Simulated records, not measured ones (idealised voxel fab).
The following is a process module called voxel ribs on slabs.
Displayed cross-section: cut, width of 220 nm, square cells sized 5 nm.
Cross-section, as written here: a square-cell grid given band by band from the top down, where a band holds one or more rows of cells. The entry gives the band's vertical extent as a top height and a bottom height in nm, then its horizontal make-up as materials from left to right, each with a width in nm. "empty" stands for empty space; a single material marked "everywhere" fills the band edge to edge. Counting heights begins at 0, where everything beneath is, in the wafer as received, one material. The lowest band has no bottom; it goes on downwards, as "0 down" shows. Graded width ("30..40"): value in top row of band = first number; value in bottom row = second number; row-to-row change constant. Reading "no alteration" for a step: not a cell of the cross-section changed in it. Look at "Unvented internal voids" for the closed voids: empty spaces with no open path to the top, sized 8 cells or up. Each is width x height at distance, distance from the left edge, all nm. If you see something after the settings on a step's line, that's the simulator's own remark about that step. overlay nm: mask right of planned place by this much (step with mask). Neg. = left.
BELOW IS THE LIST OF PLANNED PROCESS STEPS
1) RECEIVE,material Si
2) DIRECTIONAL_DEP,material SiO2,thk nm 20
3) DIRECTIONAL_DEP,material polySi,thk nm 25
4) MASKED_ETCH,tone cover,mask id RIB,width nm 20,etch materials polySi,depth nm 15,overlay nm 0
5) PATTERN,tone cover,mask id SLAB,material resist,width nm 50,thk nm 20,overlay nm 0
6) DIRECTIONAL_ETCH,etch materials polySi,depth nm 10
7) STRIP,etch materials resist
8) FILL_DEP,material SiO2,thk nm 20
9) CMP,height nm 60
10) DIRECTIONAL_DEP,material W,thk nm 5
11) PATTERN,tone cover,mask id HEATER,material resist,width nm 30,thk nm 20,overlay nm 0
12) DIRECTIONAL_ETCH,etch materials W,depth nm 5
13) STRIP,etch materials resist
14) CONFORMAL_DEP,material SiN,thk nm 5
AS-RECEIVED STATE OF THE WAFER IN CROSS-SECTION, EQUIVALENT TO POST-STEP 1
> 0 down  Si everywhere
> Unvented internal voids: none
FIGURE: CROSS-SECTIONAL VIEW OF THE WAFER UPON COMPLETION OF THE MODULE, PROCESSED FROM THE INITIAL STATE AND ACCORDING TO THE PLAN DEPICTED ABOVE, WITH ONE ERROR INTRODUCED DURING EXECUTION
> 70 to 65  90 empty  40 SiN  90 empty
> 65 to 60  95 SiN  30 W  95 SiN
> 60 to 40  SiO2 everywhere
> 40 to 25  100 SiO2  20 polySi  100 SiO2
> 25 to 15  85 SiO2  50 polySi  85 SiO2
> 15 to 0  SiO2 everywhere
> 0 down  Si everywhere
> Unvented internal voids: none
Finding, execution versus plan: step 2 off recipe, ran as DIRECTIONAL_DEP,material SiO2,thk nm 15
